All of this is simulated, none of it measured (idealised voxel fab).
voxel plated lines: a process module
We display cut, a cross-section 235 nm in width whose square cells are each 5 nm.
A cross-section in this document is a grid of square cells, and it is written down as bands, the top band listed before the ones below it; a band is made up of one or more rows of cells. Basically the band line says how high the top is and how high the bottom is, in nm, and then what's in it from left to right, every material with its width in nm. Empty space shows up as "empty", and if a single material carries "everywhere" it runs the full band edge to edge. We count height from 0. Below that, the starting wafer is all one material. The lowest band never ends at the bottom but goes on down; see "0 and below" for how that is written. Top row gets the first number, bottom row gets the second, and each row in between changes by the same step: that is how a band width like "30 to 40" works. You'll sometimes find "no change occurred" written for a step, and that's the way of saying that nowhere in the cross-section did a cell change during that step. "Enclosed void catalog": empty spaces of 8 cells or more with no open way to the top, each given as width x height at distance, distance from the left edge, all in nm. Where a step's line continues beyond its settings, the continuation is a remark by the simulator itself on that step. The line of a step may include "overlay nm". On a step with a mask, this value is how far to the right of its planned place the mask lay. A negative value means the mask lay to the left.
Planned process steps:
1. RECEIVE [material Si]
2. CONFORMAL_DEP [material Al2O3] [thk nm 5]
3. DIRECTIONAL_DEP [material TiN] [thk nm 5]
4. PATTERN [tone open] [mask id LINES] [material resist] [width nm 25] [pitch nm 55] [thk nm 30] [overlay nm 0]
5. EPI [material Ru] [thk nm 5]
6. EPI [material Ru] [thk nm 5]
7. STRIP [etch materials resist]
8. DIRECTIONAL_ETCH [etch materials TiN] [depth nm 5]
9. CONFORMAL_DEP [material SiN] [thk nm 10]
So this is the incoming wafer in cross-section - it's already been through step 1:
  0 and below  Si everywhere
  Enclosed void catalog: none
Starting structure and process plan are as shown above, but one mistake was made in running the module; the wafer cross-section at the end of the module follows:
  25 down to 15  10 of empty; 45 of SiN; 10 of empty; 45 of SiN; 10 of empty; 45 of SiN; 10 of empty; 45 of SiN; 15 of empty
  15 down to 10  10 of empty; 10 of SiN; 25 of Ru; 10 of SiN; 10 of empty; 10 of SiN; 25 of Ru; 10 of SiN; 10 of empty; 10 of SiN; 25 of Ru; 10 of SiN; 10 of empty; 10 of SiN; 25 of Ru; 10 of SiN; 15 of empty
  10 down to 5  20 of SiN; 25 of Ru; 30 of SiN; 25 of Ru; 30 of SiN; 25 of Ru; 30 of SiN; 25 of Ru; 25 of SiN
  5 down to 0  20 of SiN; 25 of TiN; 30 of SiN; 25 of TiN; 30 of SiN; 25 of TiN; 30 of SiN; 25 of TiN; 25 of SiN
  0 and below  Si everywhere
  Enclosed void catalog: none
Processing error: heads up, step 2 of the plan was skipped and never actually ran
